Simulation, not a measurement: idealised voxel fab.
process module | voxel self aligned vias
cross-section cut | 155 nm wide | cells 5 nm
A cross-section is a grid of square cells, given in bands from the top down. A band is one or more rows of cells.
Each band's line starts with the height of the band's top and of its bottom, in nm. Then come its materials from left to right, each with its width in nm. One material with "throughout" fills the band from edge to edge. "air" is empty space.
Height 0 is the level under which the wafer as received is all one material. The lowest band goes on downwards, as in "0 down".
A width such as "30 to 40" changes by the same amount from each row of cells to the next, from the band's top row to its bottom row.
"no change" after a step means that no cell of the cross-section changed.
closed voids: empty space of 8 cells or more with no open way to the top, each as width x height at its distance from the left edge, in nm
after a step's settings: what the simulator itself notes on the step
overlay nm, on a step with a mask: how far to the right of its planned place the mask lay; to the left if negative
plan
1 op RECEIVE | material Si
2 op CONFORMAL_DEP | material SiO2 | thk nm 10
3 op CONFORMAL_DEP | material SiCN | thk nm 5
4 op DIRECTIONAL_DEP | material lowk | thk nm 30
5 op MASKED_ETCH | tone open | mask id LINES | width nm 30 | pitch nm 65 | etch materials lowk | depth nm 30 | overlay nm 0
6 op CONFORMAL_DEP | material TiN | thk nm 5
7 op FILL_DEP | material Ru | thk nm 10
8 op CMP | height nm 45
9 op SELECTIVE_ETCH | etch materials W Ru TiN | depth nm 5
10 op FILL_DEP | material SiN | thk nm 10
11 op CMP | height nm 45
12 op DIRECTIONAL_DEP | material lowk | thk nm 15
13 op PATTERN | tone open | mask id VIAS | material resist | width nm 40 | thk nm 15 | overlay nm 0
14 op DIRECTIONAL_ETCH | etch materials lowk | depth nm 15
15 op DIRECTIONAL_ETCH | etch materials SiN | depth nm 5
16 op STRIP | etch materials resist
17 op CONFORMAL_DEP | material TiN | thk nm 5
18 op FILL_DEP | material Cu | thk nm 5
19 op CMP | height nm 60
20 op CONFORMAL_DEP | material SiCN | thk nm 5
varied across the wafers: width nm of step 13. The plan shows the first wafer's value. All wafers start alike
first wafer as received, after step 1
  0 down: Si throughout
  closed voids: none
each wafer at the end: cells of each material gained (+) or lost (-) since it was received, then its closed voids
width nm 40 | +16 Cu | +32 Ru | +62 SiCN | +6 SiN | +62 SiO2 | +42 TiN | +183 lowk | closed voids: none
width nm 45 | +18 Cu | +32 Ru | +62 SiCN | +6 SiN | +62 SiO2 | +43 TiN | +180 lowk | closed voids: none
width nm 50 | +20 Cu | +32 Ru | +62 SiCN | +6 SiN | +62 SiO2 | +44 TiN | +177 lowk | closed voids: none
width nm 55 | +22 Cu | +32 Ru | +62 SiCN | +6 SiN | +62 SiO2 | +45 TiN | +174 lowk | closed voids: none
width nm 60 | +24 Cu | +32 Ru | +62 SiCN | +6 SiN | +62 SiO2 | +46 TiN | +171 lowk | closed voids: none
width nm 65 | +26 Cu | +32 Ru | +62 SiCN | +6 SiN | +62 SiO2 | +47 TiN | +168 lowk | closed voids: none
